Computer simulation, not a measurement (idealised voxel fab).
The process module presented herein is designated voxel trench capacitor.
Square cells of 5 nm make up the cross-section cut, whose width is 255 nm.
Cross-sections here: square-cell grids, written as top-down lists of bands, a band being one or more rows of cells. What a band's entry tells you: where the top is and where the bottom is, as heights in nm, and after that what lies inside, material by material from left to right, each with its width in nm. Empty space is written as the word "blank", and a single material marked with the word "all across" occupies the band from edge to edge. Note: height 0 marks the level under which the wafer is uniformly one material as received. Lowest band unbounded below, written "top 0, no bottom". Width spec "30 to 40" -> top row of cells at first value, bottom row at second value, equal per-row change in between. Basically "remains unaltered" means that step didn't change any cell in the cross-section. "Enclosed voids": sealed empty spaces, 8 cells or more, no open way to top, listed width x height at distance, with distance from the left edge and width, height and distance in nm. What comes after the settings on a step's line is commentary from the simulator itself on that step. If you see "overlay nm" on a step's line and that step has a mask, it's telling you how far right of where it was planned the mask ended up; a negative number means it went left instead.

## Set out below are the planned steps of the process
1,op RECEIVE | material Si
2,op CONFORMAL_DEP | material SiN | thk nm 5
3,op DIRECTIONAL_DEP | material aC | thk nm 15
4,op PATTERN | tone open | mask id TRENCH | material resist | width nm 20 | pitch nm 45 | thk nm 30 | overlay nm 0
5,op DIRECTIONAL_ETCH | etch materials aC | depth nm 15
6,op STRIP | etch materials resist
7,op DIRECTIONAL_ETCH | etch materials SiN | depth nm 5
8,op DIRECTIONAL_ETCH | etch materials Si | depth nm 30
9,op STRIP | etch materials aC
10,op CONFORMAL_DEP | material Al2O3 | thk nm 5
11,op FILL_DEP | material polySi | thk nm 5
12,op CMP | height nm 5

## Incoming wafer, cross-sectional view, post step 1
* top 0, no bottom: Si all across
* Enclosed voids: none

## Cross-section, first of two wafers, end of module, run as planned
* top 5, bottom 0: 95 of SiN, then 5 of Al2O3, then 10 of polySi, then 5 of Al2O3, then 25 of SiN, then 5 of Al2O3, then 10 of polySi, then 5 of Al2O3, then 95 of SiN
* top 0, bottom -25: 95 of Si, then 5 of Al2O3, then 10 of polySi, then 5 of Al2O3, then 25 of Si, then 5 of Al2O3, then 10 of polySi, then 5 of Al2O3, then 95 of Si
* top -25, bottom -30: 95 of Si, then 20 of Al2O3, then 25 of Si, then 20 of Al2O3, then 95 of Si
* top -30, no bottom: Si all across
* Enclosed voids: none

## second wafer at the end: like start, like plan, one mistake
* top 5, bottom 0: 90 of polySi, then 5 of Al2O3, then 20 of SiN, then 5 of Al2O3, then 15 of polySi, then 5 of Al2O3, then 20 of SiN, then 5 of Al2O3, then 90 of polySi
* top 0, bottom -25: 90 of polySi, then 5 of Al2O3, then 20 of Si, then 5 of Al2O3, then 15 of polySi, then 5 of Al2O3, then 20 of Si, then 5 of Al2O3, then 90 of polySi
* top -25, bottom -30: 95 of Al2O3, then 20 of Si, then 25 of Al2O3, then 20 of Si, then 95 of Al2O3
* top -30, no bottom: Si all across
* Enclosed voids: none
Nonconformance to the process plan: rather than as planned, step 4 actually ran as op PATTERN | tone cover | mask id TRENCH | material resist | width nm 20 | pitch nm 45 | thk nm 30 | overlay nm 0
FYI, end of process, the second wafer has more or fewer cells of some materials than the first: Al2O3: 35 more | Si: 210 fewer | SiN: 35 fewer | polySi: 210 more
